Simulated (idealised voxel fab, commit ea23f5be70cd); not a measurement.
The process module presented herein is designated voxel air gaps.
Each square cell in cross-section cut measures 5 nm, and the section as a whole is 235 nm wide.
Throughout this document, each cross-section is represented as a grid of square cells and is presented as a sequence of bands enumerated from the top downward, where a band comprises one or more rows of cells. Heads up on the band format: heights come first, top then bottom, in nm. After that it's the materials left to right, each with its width in nm. A single material flagged "everywhere" fills the whole band edge to edge, and "air" means there's empty space there. Note: height 0 marks the level under which the wafer is uniformly one material as received. Lowest band unbounded below, written "0 and below". Quick explanation for "30..40": the width changes in equal steps down the rows of cells, from the first number in the band's top row to the second number in its bottom row. "left unchanged" means the step left every cell of the cross-section as it was. What "Non-vented voids" gives you is every empty space of 8 cells or more that is cut off from the top. Each appears as width x height at distance, with the distance taken from the left edge and width, height and distance all in nm. Note: text after step settings on the step line = simulator remark on that step. overlay nm: for a step with a mask, the amount by which the mask lay right of where it was planned; a negative amount means left of it.
This section lists the process steps that were planned:
step 1: op RECEIVE | material Si
step 2: op CONFORMAL_DEP | material SiO2 | thk nm 15
step 3: op CONFORMAL_DEP | material SiN | thk nm 5
step 4: op DIRECTIONAL_DEP | material lowk | thk nm 35
step 5: op DIRECTIONAL_DEP | material aC | thk nm 15
step 6: op PATTERN | tone open | mask id LINES | material resist | width nm 15 | pitch nm 50 | thk nm 30 | overlay nm 0
step 7: op DIRECTIONAL_ETCH | etch materials aC | depth nm 15
step 8: op STRIP | etch materials resist
step 9: op DIRECTIONAL_ETCH | etch materials lowk | depth nm 35
step 10: op STRIP | etch materials aC
step 11: op CONFORMAL_DEP | material TiN | thk nm 5
step 12: op FILL_DEP | material Cu | thk nm 10
step 13: op CMP | height nm 55
step 14: op EPI | material Ru | thk nm 10
step 15: op SELECTIVE_ETCH | etch materials lowk | depth nm 45
step 16: op CONFORMAL_DEP | material SiCN | thk nm 5
All wafers enter the flow in the same state. The width nm at step 6 differs from wafer to wafer, and the plan gives the value for the first wafer.
The first of several wafers in cross-section, exactly as it reached us after step 1:
> 0 and below = Si everywhere
> Non-vented voids: none
Cross-section, first of several wafers, end of module, after last step 16:
> 70 down to 65 = air 45 nm, then SiCN 45 nm, then air 5 nm, then SiCN 45 nm, then air 5 nm, then SiCN 45 nm, then air 45 nm
> 65 down to 55 = air 45 nm, then SiCN 5 nm, then Ru 35 nm, then SiCN 5 nm, then air 5 nm, then SiCN 5 nm, then Ru 35 nm, then SiCN 5 nm, then air 5 nm, then SiCN 5 nm, then Ru 35 nm, then SiCN 5 nm, then air 45 nm
> 55 down to 50 = air 45 nm, then SiCN 15 nm, then TiN 5 nm, then Cu 5 nm, then TiN 5 nm, then SiCN 15 nm, then air 5 nm, then SiCN 15 nm, then TiN 5 nm, then Cu 5 nm, then TiN 5 nm, then SiCN 15 nm, then air 5 nm, then SiCN 15 nm, then TiN 5 nm, then Cu 5 nm, then TiN 5 nm, then SiCN 15 nm, then air 45 nm
> 50 down to 25 = air 55 nm, then SiCN 5 nm, then TiN 5 nm, then Cu 5 nm, then TiN 5 nm, then SiCN 5 nm, then air 25 nm, then SiCN 5 nm, then TiN 5 nm, then Cu 5 nm, then TiN 5 nm, then SiCN 5 nm, then air 25 nm, then SiCN 5 nm, then TiN 5 nm, then Cu 5 nm, then TiN 5 nm, then SiCN 5 nm, then air 55 nm
> 25 down to 20 = SiCN 60 nm, then TiN 15 nm, then SiCN 35 nm, then TiN 15 nm, then SiCN 35 nm, then TiN 15 nm, then SiCN 60 nm
> 20 down to 15 = SiN everywhere
> 15 down to 0 = SiO2 everywhere
> 0 and below = Si everywhere
> Non-vented voids: none
Module end, final wafer: cross-section:
> 70 down to 65 = air 35 nm, then SiCN 165 nm, then air 35 nm
> 65 down to 55 = air 35 nm, then SiCN 5 nm, then Ru 155 nm, then SiCN 5 nm, then air 35 nm
> 55 down to 50 = air 35 nm, then SiCN 15 nm, then TiN 5 nm, then Cu 25 nm, then TiN 5 nm, then lowk 15 nm, then TiN 5 nm, then Cu 25 nm, then TiN 5 nm, then lowk 15 nm, then TiN 5 nm, then Cu 25 nm, then TiN 5 nm, then SiCN 15 nm, then air 35 nm
> 50 down to 25 = air 45 nm, then SiCN 5 nm, then TiN 5 nm, then Cu 25 nm, then TiN 5 nm, then lowk 15 nm, then TiN 5 nm, then Cu 25 nm, then TiN 5 nm, then lowk 15 nm, then TiN 5 nm, then Cu 25 nm, then TiN 5 nm, then SiCN 5 nm, then air 45 nm
> 25 down to 20 = SiCN 50 nm, then TiN 35 nm, then lowk 15 nm, then TiN 35 nm, then lowk 15 nm, then TiN 35 nm, then SiCN 50 nm
> 20 down to 15 = SiN everywhere
> 15 down to 0 = SiO2 everywhere
> 0 and below = Si everywhere
> Non-vented voids: none
Each row below is a wafer at the end of the module, listing for every material the number of cells it has gained (+) or lost (-) since it was received, followed by its closed voids:
width nm 15; +18 Cu; +42 Ru; +125 SiCN; +47 SiN; +141 SiO2; +45 TiN; Non-vented voids: none
width nm 20; +36 Cu; +48 Ru; +125 SiCN; +47 SiN; +141 SiO2; +48 TiN; Non-vented voids: 20 x 25 at 85; 20 x 25 at 135
width nm 25; +54 Cu; +54 Ru; +117 SiCN; +47 SiN; +141 SiO2; +51 TiN; Non-vented voids: 15 x 25 at 85; 15 x 25 at 135
width nm 30; +72 Cu; +60 Ru; +73 SiCN; +47 SiN; +141 SiO2; +54 TiN; +56 lowk; Non-vented voids: none
width nm 35; +90 Cu; +62 Ru; +73 SiCN; +47 SiN; +141 SiO2; +57 TiN; +42 lowk; Non-vented voids: none
